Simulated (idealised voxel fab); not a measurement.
voxel wiring stack: a process module
Pictured: cross-section cut, 170 nm wide, on a grid of 5 nm square cells.
For the purposes of this document, a cross-section shall be understood as a grid of square cells, specified as bands listed in top-to-bottom order, each band consisting of one or more rows of cells.
Heights first: top, then bottom, in nm. Then materials, left to right, each with a width in nm. "all across" on a single material: fills the band edge to edge. "blank": empty space.
A quick word on heights: they are counted from 0, and under that level the wafer as it came to us is one material throughout. The lowest band is different from the rest in having no bottom; it simply continues downward, written as in "0..down".
Width "30 to 40": first value at the band's top row of cells, second value at its bottom row, equal change from row to row.
"remained unchanged" (step): cross-section cells unchanged, all of them.
So "Trapped cavities" is basically the list of trapped voids: any empty space of 8 cells or more that can't reach the top through an opening. They're written width x height at distance, the distance being from the left edge, and it's all nm.
after a step's settings: what the simulator itself notes on the step
overlay nm: on a step with a mask, how far right of its planned place the mask lay; negative means left.
Intended process steps
step 1: RECEIVE: material Si
step 2: CONFORMAL_DEP: material SiO2, thk nm 15
step 3: CONFORMAL_DEP: material SiCN, thk nm 5
step 4: DIRECTIONAL_DEP: material lowk, thk nm 25
step 5: MASKED_ETCH: tone open, mask id METAL_1, width nm 25, pitch nm 55, etch materials lowk, depth nm 25, overlay nm 0
step 6: MASKED_ETCH: tone open, mask id METAL_1, width nm 25, pitch nm 55, etch materials SiCN, depth nm 5, overlay nm 0
step 7: CONFORMAL_DEP: material TiN, thk nm 5
step 8: FILL_DEP: material Ru, thk nm 10
step 9: CMP: height nm 45
step 10: CONFORMAL_DEP: material SiCN, thk nm 5
step 11: DIRECTIONAL_DEP: material SiO2, thk nm 35
step 12: PATTERN: tone open, mask id METAL_2_HOLES, material resist, width nm 15, pitch nm 55, thk nm 15, overlay nm 0
step 13: DIRECTIONAL_ETCH: etch materials SiO2, depth nm 35
step 14: STRIP: etch materials resist
step 15: DIRECTIONAL_DEP: material aC, thk nm 10
step 16: PATTERN: tone open, mask id METAL_2, material resist, width nm 25, pitch nm 55, thk nm 30, overlay nm 0
step 17: DIRECTIONAL_ETCH: etch materials aC, depth nm 10
step 18: STRIP: etch materials resist
step 19: DIRECTIONAL_ETCH: etch materials SiO2, depth nm 20
step 20: DIRECTIONAL_ETCH: etch materials SiCN, depth nm 5
step 21: STRIP: etch materials aC
step 22: CONFORMAL_DEP: material TiN, thk nm 5
step 23: FILL_DEP: material Cu, thk nm 5
step 24: CMP: height nm 85
step 25: CONFORMAL_DEP: material SiCN, thk nm 5
So this is the incoming wafer in cross-section - it's already been through step 1
- 0..down: Si all across
- Trapped cavities: none
Cross-sectional image of the first of two wafers at the end of the module, the run having proceeded as planned
- 90..85: SiCN all across
- 85..70: SiO2 15 nm / TiN 5 nm / Cu 15 nm / TiN 5 nm / SiO2 30 nm / TiN 5 nm / Cu 15 nm / TiN 5 nm / SiO2 30 nm / TiN 5 nm / Cu 15 nm / TiN 5 nm / SiO2 20 nm
- 70..65: SiO2 15 nm / TiN 5 nm / Cu 5 nm / TiN 15 nm / SiO2 30 nm / TiN 5 nm / Cu 5 nm / TiN 15 nm / SiO2 30 nm / TiN 5 nm / Cu 5 nm / TiN 15 nm / SiO2 20 nm
- 65..50: SiO2 15 nm / TiN 5 nm / Cu 5 nm / TiN 5 nm / SiO2 40 nm / TiN 5 nm / Cu 5 nm / TiN 5 nm / SiO2 40 nm / TiN 5 nm / Cu 5 nm / TiN 5 nm / SiO2 30 nm
- 50..45: SiCN 15 nm / TiN 15 nm / SiCN 40 nm / TiN 15 nm / SiCN 40 nm / TiN 15 nm / SiCN 30 nm
- 45..20: lowk 15 nm / TiN 5 nm / Ru 15 nm / TiN 5 nm / lowk 30 nm / TiN 5 nm / Ru 15 nm / TiN 5 nm / lowk 30 nm / TiN 5 nm / Ru 15 nm / TiN 5 nm / lowk 20 nm
- 20..15: SiCN 15 nm / TiN 25 nm / SiCN 30 nm / TiN 25 nm / SiCN 30 nm / TiN 25 nm / SiCN 20 nm
- 15..0: SiO2 all across
- 0..down: Si all across
- Trapped cavities: none
Second of two wafers, module complete, sectioned: it shares the first wafer's start and plan but was run with one mistake
- 90..85: SiCN all across
- 85..70: SiO2 15 nm / TiN 5 nm / Cu 15 nm / TiN 5 nm / SiO2 30 nm / TiN 5 nm / Cu 15 nm / TiN 5 nm / SiO2 30 nm / TiN 5 nm / Cu 15 nm / TiN 5 nm / SiO2 20 nm
- 70..65: SiO2 15 nm / TiN 15 nm / Cu 5 nm / TiN 5 nm / SiO2 30 nm / TiN 15 nm / Cu 5 nm / TiN 5 nm / SiO2 30 nm / TiN 15 nm / Cu 5 nm / TiN 5 nm / SiO2 20 nm
- 65..50: SiO2 25 nm / TiN 5 nm / Cu 5 nm / TiN 5 nm / SiO2 40 nm / TiN 5 nm / Cu 5 nm / TiN 5 nm / SiO2 40 nm / TiN 5 nm / Cu 5 nm / TiN 5 nm / SiO2 20 nm
- 50..45: SiCN 25 nm / TiN 15 nm / SiCN 40 nm / TiN 15 nm / SiCN 40 nm / TiN 15 nm / SiCN 20 nm
- 45..20: lowk 15 nm / TiN 5 nm / Ru 15 nm / TiN 5 nm / lowk 30 nm / TiN 5 nm / Ru 15 nm / TiN 5 nm / lowk 30 nm / TiN 5 nm / Ru 15 nm / TiN 5 nm / lowk 20 nm
- 20..15: SiCN 15 nm / TiN 25 nm / SiCN 30 nm / TiN 25 nm / SiCN 30 nm / TiN 25 nm / SiCN 20 nm
- 15..0: SiO2 all across
- 0..down: Si all across
- Trapped cavities: none
So what did we get wrong on this run? step 12 did not happen as planned, as run it was PATTERN: tone open, mask id METAL_2_HOLES, material resist, width nm 15, pitch nm 55, thk nm 15, overlay nm 10
Same inventory, different map: at the end, the second wafer holds as many cells of each material as the first, placed elsewhere.
